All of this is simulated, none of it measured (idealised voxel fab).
Process module, titled voxel tone inversion
The cross-section shown here is cut; it is 175 nm wide and divided into square cells measuring 5 nm on a side.
Notation: cross-section as square-cell grid; stated in bands, top first, going down; one or more cell rows per band.
Heads up on the band format: heights come first, top then bottom, in nm. After that it's the materials left to right, each with its width in nm. A single material flagged "all across" fills the whole band edge to edge, and "blank" means there's empty space there.
It should be noted that heights are counted from 0, beneath which the wafer as supplied is of one material throughout, and that the lowest band possesses no lower boundary but continues downward, as written in "0 and below".
With a width like "30..40", each row of cells in the band differs from the next by the same amount, the top row carrying the first number and the bottom row the second.
Any step labelled "remained the same" changed none of the cells in the cross-section.
"Encapsulated voids" lists enclosed empty spaces (at least 8 cells, no open path upward to the top), each as width x height at distance from the left edge, in nm.
Anything after a step's settings on that line? It's the simulator's own note about the step.
What "overlay nm" on a step's line means: if the step has a mask, that mask lay this far to the right of its planned place, or, when the value is negative, to the left.

# Below is the list of planned process steps
| 1 | RECEIVE, material Si |
| 2 | CONFORMAL_DEP, material SiN, thk nm 5 |
| 3 | DIRECTIONAL_DEP, material aC, thk nm 20 |
| 4 | PATTERN, tone cover, mask id POSTS, material resist, width nm 25, pitch nm 40, thk nm 25, overlay nm 0 |
| 5 | DIRECTIONAL_ETCH, etch materials aC, depth nm 20 |
| 6 | STRIP, etch materials resist |
| 7 | FILL_DEP, material SiO2, thk nm 10 |
| 8 | CMP, height nm 25 |
| 9 | STRIP, etch materials aC |
| 10 | CONFORMAL_DEP, material TiN, thk nm 5 |
| 11 | FILL_DEP, material Cu, thk nm 5 |
| 12 | CMP, height nm 25 |
| 13 | CONFORMAL_DEP, material SiN, thk nm 5 |

# Concerning the first of two wafers, which was run in accordance with the plan

# Incoming wafer, cross-sectional view, post step 1
    0 and below  Si all across
    Encapsulated voids: none

# Cross-sectional representation of the wafer at the conclusion of step 2
    5 down to 0  SiN all across
    Under 0: no change, same as before.

# Cross-sectional representation of the wafer at the conclusion of step 3
    25 down to 5  aC all across
    Under 5: no change, same as before.

# Cross-sectional representation of the wafer at the conclusion of step 4
    50 down to 25  blank: 15  resist: 25  blank: 15  resist: 25  blank: 15  resist: 25  blank: 15  resist: 25  blank: 15
    Under 25: no change, same as before.

# Cross-sectional representation of the wafer at the conclusion of step 5
    30 down to 25  blank: 15  resist: 25  blank: 15  resist: 25  blank: 15  resist: 25  blank: 15  resist: 25  blank: 15
    25 down to 5  blank: 15  aC: 25  blank: 15  aC: 25  blank: 15  aC: 25  blank: 15  aC: 25  blank: 15
    Under 5: no change, same as before.

# Cross-sectional representation of the wafer at the conclusion of step 6
    25 down to 5  blank: 15  aC: 25  blank: 15  aC: 25  blank: 15  aC: 25  blank: 15  aC: 25  blank: 15
    Under 5: no change, same as before.

# Cross-sectional representation of the wafer at the conclusion of step 7
    35 down to 25  SiO2 all across
    25 down to 5  SiO2: 15  aC: 25  SiO2: 15  aC: 25  SiO2: 15  aC: 25  SiO2: 15  aC: 25  SiO2: 15
    Under 5: no change, same as before.

# Cross-sectional representation of the wafer at the conclusion of step 8
    25 down to 5  SiO2: 15  aC: 25  SiO2: 15  aC: 25  SiO2: 15  aC: 25  SiO2: 15  aC: 25  SiO2: 15
    Under 5: no change, same as before.

# Cross-sectional representation of the wafer at the conclusion of step 9
    25 down to 5  SiO2: 15  blank: 25  SiO2: 15  blank: 25  SiO2: 15  blank: 25  SiO2: 15  blank: 25  SiO2: 15
    Under 5: no change, same as before.

# Cross-sectional representation of the wafer at the conclusion of step 10
    30 down to 25  TiN: 20  blank: 15  TiN: 25  blank: 15  TiN: 25  blank: 15  TiN: 25  blank: 15  TiN: 20
    25 down to 10  SiO2: 15  TiN: 5  blank: 15  TiN: 5  SiO2: 15  TiN: 5  blank: 15  TiN: 5  SiO2: 15  TiN: 5  blank: 15  TiN: 5  SiO2: 15  TiN: 5  blank: 15  TiN: 5  SiO2: 15
    10 down to 5  SiO2: 15  TiN: 25  SiO2: 15  TiN: 25  SiO2: 15  TiN: 25  SiO2: 15  TiN: 25  SiO2: 15
    Under 5: no change, same as before.

# Cross-sectional representation of the wafer at the conclusion of step 11
    35 down to 30  Cu all across
    30 down to 25  TiN: 20  Cu: 15  TiN: 25  Cu: 15  TiN: 25  Cu: 15  TiN: 25  Cu: 15  TiN: 20
    25 down to 10  SiO2: 15  TiN: 5  Cu: 15  TiN: 5  SiO2: 15  TiN: 5  Cu: 15  TiN: 5  SiO2: 15  TiN: 5  Cu: 15  TiN: 5  SiO2: 15  TiN: 5  Cu: 15  TiN: 5  SiO2: 15
    Under 10: no change, same as before.

# Cross-sectional representation of the wafer at the conclusion of step 12
    25 down to 10  SiO2: 15  TiN: 5  Cu: 15  TiN: 5  SiO2: 15  TiN: 5  Cu: 15  TiN: 5  SiO2: 15  TiN: 5  Cu: 15  TiN: 5  SiO2: 15  TiN: 5  Cu: 15  TiN: 5  SiO2: 15
    Under 10: no change, same as before.

# Cross-sectional representation of the wafer at the conclusion of step 13
    30 down to 25  SiN all across
    Under 25: no change, same as before.

# Now the other wafer: same start, same recipe, but we messed up one thing when running it. Up to and including step 1 it's the same as the first one

# Cross-section: second wafer, time at which step 2 was scheduled to end
    20 down to 0  aC all across
    Under 0: no change, same as before.

# Cross-section: second wafer, time at which step 3 was scheduled to end
    25 down to 20  SiN all across
    Under 20: no change, same as before.

# Cross-section: second wafer, time at which step 4 was scheduled to end
    50 down to 25  blank: 15  resist: 25  blank: 15  resist: 25  blank: 15  resist: 25  blank: 15  resist: 25  blank: 15
    Under 25: no change, same as before.

# Cross-section: second wafer, time at which step 5 was scheduled to end
    30 down to 25  blank: 15  resist: 25  blank: 15  resist: 25  blank: 15  resist: 25  blank: 15  resist: 25  blank: 15
    Under 25: no change, same as before.

# Cross-section: second wafer, time at which step 6 was scheduled to end
    25 down to 20  SiN all across
    Under 20: no change, same as before.

# Cross-section: second wafer, time at which step 7 was scheduled to end
    35 down to 25  SiO2 all across
    Under 25: no change, same as before.

# Cross-section: second wafer, time at which step 8 was scheduled to end
    25 down to 20  SiN all across
    Under 20: no change, same as before.

Cross-section: second wafer, time at which step 9 was scheduled to end: remained the same

# Cross-section: second wafer, time at which step 10 was scheduled to end
    30 down to 25  TiN all across
    Under 25: no change, same as before.

# Cross-section: second wafer, time at which step 11 was scheduled to end
    35 down to 30  Cu all across
    Under 30: no change, same as before.

# Cross-section: second wafer, time at which step 12 was scheduled to end
    25 down to 20  SiN all across
    Under 20: no change, same as before.

# Cross-section: second wafer, time at which step 13 was scheduled to end
    30 down to 20  SiN all across
    Under 20: no change, same as before.
Short version of what went wrong: it was found that steps 2 and 3 of the process plan had been performed in exchanged positions
The closing comparison, in cells, has the second wafer with more or fewer of some materials than the first: Cu: 36 fewer; SiO2: 60 fewer; TiN: 44 fewer; aC: 140 more
